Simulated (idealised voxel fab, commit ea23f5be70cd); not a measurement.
Process module name: voxel self aligned contacts
In the cross-section labelled cut, the width is 255 nm and each square cell is 5 nm.
A cross-section is written here as square cells arranged in a grid, and it is given in bands from the top down, each band taking up one or more rows of cells.
Heights first: top, then bottom, in nm. Then materials, left to right, each with a width in nm. "full width" on a single material: fills the band edge to edge. "blank": empty space.
Height reference: 0 = level under which incoming wafer is all one material. Lowest band: no bottom, runs on downward, e.g. "0 nm and below".
The notation "30 to 40" denotes a width that varies across the rows of cells in the band, beginning at the first number in the top row, finishing at the second number in the bottom row, and changing by an identical amount from each row to the next.
"nothing was modified" after a step means that no cell of the cross-section changed.
This entry, "Sealed internal cavities", enumerates those empty regions of no fewer than 8 cells that possess no open connection to the top. Each region is reported in the form width x height at distance, the distance being taken from the left edge, with all three quantities expressed in nm.
Whatever follows a step's settings on its line is a remark the simulator itself makes about that step.
overlay nm: mask right of planned place by this much (step with mask). Neg. = left.

### List of planned process steps
1. RECEIVE (material Si)
2. OXIDIZE (depth nm 5)
3. DIRECTIONAL_DEP (material polySi; thk nm 30)
4. DIRECTIONAL_DEP (material SiN; thk nm 25)
5. DIRECTIONAL_DEP (material aC; thk nm 10)
6. PATTERN (tone cover; mask id GATE; material resist; width nm 30; pitch nm 75; thk nm 30; overlay nm 0)
7. DIRECTIONAL_ETCH (etch materials aC; depth nm 10)
8. STRIP (etch materials resist)
9. DIRECTIONAL_ETCH (etch materials SiN; depth nm 25)
10. DIRECTIONAL_ETCH (etch materials polySi; depth nm 30)
11. STRIP (etch materials aC)
12. CONFORMAL_DEP (material SiN; thk nm 10)
13. DIRECTIONAL_ETCH (etch materials SiN; depth nm 10)
14. FILL_DEP (material SiO2; thk nm 15)
15. CMP (height nm 60)
16. MASKED_ETCH (tone open; mask id CONTACT; width nm 55; etch materials SiO2; depth nm 65; overlay nm 0)
17. CONFORMAL_DEP (material TiN; thk nm 5)
18. FILL_DEP (material W; thk nm 5)
19. CMP (height nm 60)
20. CONFORMAL_DEP (material SiCN; thk nm 5)

### This is the cross-section of the wafer as we received it, i.e. after step 1
	0 nm and below: Si full width
	Sealed internal cavities: none

### Cross-sectional view of the first of the two wafers upon completion of the module, processed in accordance with the plan
	65 nm to 60 nm: SiCN full width
	60 nm to 55 nm: 100 of SiO2  20 of TiN  15 of W  20 of TiN  100 of SiO2
	55 nm to 30 nm: 65 of SiO2  50 of SiN  5 of TiN  15 of W  5 of TiN  50 of SiN  65 of SiO2
	30 nm to 0 nm: 65 of SiO2  10 of SiN  30 of polySi  10 of SiN  5 of TiN  15 of W  5 of TiN  10 of SiN  30 of polySi  10 of SiN  65 of SiO2
	0 nm to -5 nm: 115 of SiO2  25 of TiN  115 of SiO2
	-5 nm and below: Si full width
	Sealed internal cavities: none

### This is the second of the two wafers, cross-sectioned at the end of the module; it started exactly like the first and was given the same plan, but it was run with one mistake
	65 nm to 60 nm: SiCN full width
	60 nm to 55 nm: 100 of SiO2  15 of TiN  25 of W  15 of TiN  100 of SiO2
	55 nm to 30 nm: 70 of SiO2  40 of SiN  5 of TiN  25 of W  5 of TiN  40 of SiN  70 of SiO2
	30 nm to 0 nm: 70 of SiO2  10 of SiN  20 of polySi  10 of SiN  5 of TiN  25 of W  5 of TiN  10 of SiN  20 of polySi  10 of SiN  70 of SiO2
	0 nm to -5 nm: 110 of SiO2  35 of TiN  110 of SiO2
	-5 nm and below: Si full width
	Sealed internal cavities: none
Where did the run depart from the plan? contrary to plan, step 6 was performed as PATTERN (tone cover; mask id GATE; material resist; width nm 20; pitch nm 75; thk nm 30; overlay nm 0)
Cell-count delta at end, second wafer over first, by material: SiN: 20 fewer | SiO2: 20 more | W: 24 more | polySi: 24 fewer
